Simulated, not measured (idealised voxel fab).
Process module name: voxel gate over fins
Cross-sectional view cut (width: 270 nm; square cell size: 5 nm).
Cross-section = grid of square cells, listed top down in bands; band = one or more rows.
Band: top height; bottom height; in nm. Then, left to right: material with width in nm, for each material. "everywhere": a single material spanning edge to edge. "air": empty space.
Basically, 0 is our baseline, since under it the wafer straight out of the box is all one material. The bottom band has no lower end and keeps on going down, so it looks like "0..down".
You'd read "30 to 40" like this: the band's top row of cells is as wide as the first number, its bottom row is as wide as the second, and going down, every row changes width by the same amount as the row before did.
Key: "no modification" - step with no changed cell in the cross-section.
Closed internal voids: empty space of 8 cells or more with no open way to the top, each as width x height at its distance from the left edge, in nm
Past the settings on a step's line: simulator remark, on that step.
overlay nm: on a step with a mask, how far right of its planned place the mask lay; negative means left.

# The following list gives the planned process steps
1. RECEIVE: material Si
2. CONFORMAL_DEP: material SiN, thk nm 10
3. DIRECTIONAL_DEP: material aC, thk nm 15
4. PATTERN: tone cover, mask id FINS, material resist, width nm 15, pitch nm 45, thk nm 30, overlay nm 0
5. DIRECTIONAL_ETCH: etch materials aC, depth nm 15
6. STRIP: etch materials resist
7. DIRECTIONAL_ETCH: etch materials SiN, depth nm 10
8. DIRECTIONAL_ETCH: etch materials Si, depth nm 30
9. STRIP: etch materials aC
10. FILL_DEP: material SiO2, thk nm 10
11. CMP: height nm 10
12. SELECTIVE_ETCH: etch materials SiO2, depth nm 25
13. STRIP: etch materials SiN
14. CONFORMAL_DEP: material HfO2, thk nm 5
15. CONFORMAL_DEP: material TiN, thk nm 5
16. FILL_DEP: material W, thk nm 10
17. CMP: height nm 15
18. CONFORMAL_DEP: material SiCN, thk nm 10

# This is the cross-section of the wafer as we received it, i.e. after step 1
- 0..down = Si everywhere
- Closed internal voids: none

# Here's the cross-section of the first of our two wafers at the end of the module - it ran as planned
- 25..15 = SiCN everywhere
- 15..10 = W everywhere
- 10..5 = W 50 / TiN 35 / W 10 / TiN 35 / W 10 / TiN 35 / W 10 / TiN 35 / W 50
- 5..0 = W 50 / TiN 5 / HfO2 25 / TiN 5 / W 10 / TiN 5 / HfO2 25 / TiN 5 / W 10 / TiN 5 / HfO2 25 / TiN 5 / W 10 / TiN 5 / HfO2 25 / TiN 5 / W 50
- 0..-5 = W 50 / TiN 5 / HfO2 5 / Si 15 / HfO2 5 / TiN 5 / W 10 / TiN 5 / HfO2 5 / Si 15 / HfO2 5 / TiN 5 / W 10 / TiN 5 / HfO2 5 / Si 15 / HfO2 5 / TiN 5 / W 10 / TiN 5 / HfO2 5 / Si 15 / HfO2 5 / TiN 5 / W 50
- -5..-10 = TiN 55 / HfO2 5 / Si 15 / HfO2 5 / TiN 20 / HfO2 5 / Si 15 / HfO2 5 / TiN 20 / HfO2 5 / Si 15 / HfO2 5 / TiN 20 / HfO2 5 / Si 15 / HfO2 5 / TiN 55
- -10..-15 = HfO2 60 / Si 15 / HfO2 30 / Si 15 / HfO2 30 / Si 15 / HfO2 30 / Si 15 / HfO2 60
- -15..-30 = SiO2 60 / Si 15 / SiO2 30 / Si 15 / SiO2 30 / Si 15 / SiO2 30 / Si 15 / SiO2 60
- -30..down = Si everywhere
- Closed internal voids: none

# Cross-section at end of module for the second wafer of two, which matched the first in starting point and plan and differed by one mistake in its processing
- 25..15 = SiCN everywhere
- 15..10 = W everywhere
- 10..5 = W 45 / TiN 180 / W 45
- 5..0 = W 45 / TiN 5 / HfO2 35 / TiN 10 / HfO2 35 / TiN 10 / HfO2 35 / TiN 10 / HfO2 35 / TiN 5 / W 45
- 0..-5 = W 45 / TiN 5 / HfO2 5 / Si 25 / HfO2 5 / TiN 10 / HfO2 5 / Si 25 / HfO2 5 / TiN 10 / HfO2 5 / Si 25 / HfO2 5 / TiN 10 / HfO2 5 / Si 25 / HfO2 5 / TiN 5 / W 45
- -5..-10 = TiN 50 / HfO2 5 / Si 25 / HfO2 5 / TiN 10 / HfO2 5 / Si 25 / HfO2 5 / TiN 10 / HfO2 5 / Si 25 / HfO2 5 / TiN 10 / HfO2 5 / Si 25 / HfO2 5 / TiN 50
- -10..-15 = HfO2 55 / Si 25 / HfO2 20 / Si 25 / HfO2 20 / Si 25 / HfO2 20 / Si 25 / HfO2 55
- -15..-30 = SiO2 55 / Si 25 / SiO2 20 / Si 25 / SiO2 20 / Si 25 / SiO2 20 / Si 25 / SiO2 55
- -30..down = Si everywhere
- Closed internal voids: none
Nonconformance to the process plan: step 4 did not happen as planned, as run it was PATTERN: tone cover, mask id FINS, material resist, width nm 25, pitch nm 45, thk nm 30, overlay nm 0
Looking at both finished wafers in cells, the second ends up ahead of or behind the first on some materials: Si: 48 more; SiO2: 24 fewer; W: 24 fewer
